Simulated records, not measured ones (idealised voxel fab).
The name of this process module is voxel self aligned contacts.
Cross-section cut spans 160 nm and uses square cells 5 nm in size.
Cross-section layout: square cells on a grid; listed as bands, top to bottom; a band spans one or more cell rows.
Within each band entry, the heights of the top and of the bottom of the band appear first, in that order and in nm; the materials of the band then follow from left to right, each with its corresponding width in nm. The designation "full width" on a single material indicates that it fills the band from edge to edge; the designation "air" indicates empty space.
Height is counted from the level 0, under which the received wafer is composed throughout of one material. The lowest of the bands is not closed at the bottom but continues downward, in the notation "top 0, no bottom".
Quick explanation for "30->40": the width changes in equal steps down the rows of cells, from the first number in the band's top row to the second number in its bottom row.
"identical to before" -> step changed no cross-section cell.
"Fully sealed cavities" lists enclosed empty spaces (at least 8 cells, no open path upward to the top), each as width x height at distance from the left edge, in nm.
If you see something after the settings on a step's line, that's the simulator's own remark about that step.
"overlay nm", when on a step's line for a step with a mask, measures how far to the right of its planned place the mask lay; a negative measure means to the left.

### Below is the list of planned process steps
1,RECEIVE, material Si
2,OXIDIZE, depth nm 5
3,DIRECTIONAL_DEP, material polySi, thk nm 30
4,DIRECTIONAL_DEP, material SiN, thk nm 25
5,DIRECTIONAL_DEP, material aC, thk nm 15
6,PATTERN, tone cover, mask id GATE, material resist, width nm 25, pitch nm 65, thk nm 35, overlay nm -15
7,DIRECTIONAL_ETCH, etch materials aC, depth nm 15
8,STRIP, etch materials resist
9,DIRECTIONAL_ETCH, etch materials SiN, depth nm 25
10,DIRECTIONAL_ETCH, etch materials polySi, depth nm 30
11,STRIP, etch materials aC
12,CONFORMAL_DEP, material SiN, thk nm 10
13,DIRECTIONAL_ETCH, etch materials SiN, depth nm 10
14,FILL_DEP, material SiO2, thk nm 20
15,CMP, height nm 65
16,MASKED_ETCH, tone open, mask id CONTACT, width nm 50, etch materials SiO2, depth nm 70, overlay nm 0
17,CONFORMAL_DEP, material TiN, thk nm 5
18,FILL_DEP, material Ru, thk nm 5
19,CMP, height nm 65
20,CONFORMAL_DEP, material SiN, thk nm 5
It is noted that the wafers described herein are identical at the outset and are distinguished by the overlay nm of step 6; the value stated in the plan corresponds to the first wafer.

### Cross-section: the first of several wafers in its as-received state, i.e. following step 1
	top 0, no bottom  Si full width
	Fully sealed cavities: none

### Table: wafers, a row each; end-of-module cell change per material since receipt, gain (+), loss (-); then closed voids
overlay nm -15 | +32 Ru | -32 Si | +170 SiN | +182 SiO2 | +36 TiN | +60 polySi | Fully sealed cavities: none
overlay nm -10 | +32 Ru | -32 Si | +170 SiN | +182 SiO2 | +36 TiN | +60 polySi | Fully sealed cavities: none
overlay nm -5 | +32 Ru | -32 Si | +170 SiN | +182 SiO2 | +36 TiN | +60 polySi | Fully sealed cavities: none
overlay nm 0 | +32 Ru | -32 Si | +170 SiN | +182 SiO2 | +36 TiN | +60 polySi | Fully sealed cavities: none
overlay nm 5 | +32 Ru | -32 Si | +170 SiN | +182 SiO2 | +36 TiN | +60 polySi | Fully sealed cavities: none
overlay nm 10 | +32 Ru | -32 Si | +170 SiN | +182 SiO2 | +36 TiN | +60 polySi | Fully sealed cavities: none
overlay nm 15 | +32 Ru | -32 Si | +170 SiN | +182 SiO2 | +36 TiN | +60 polySi | Fully sealed cavities: none
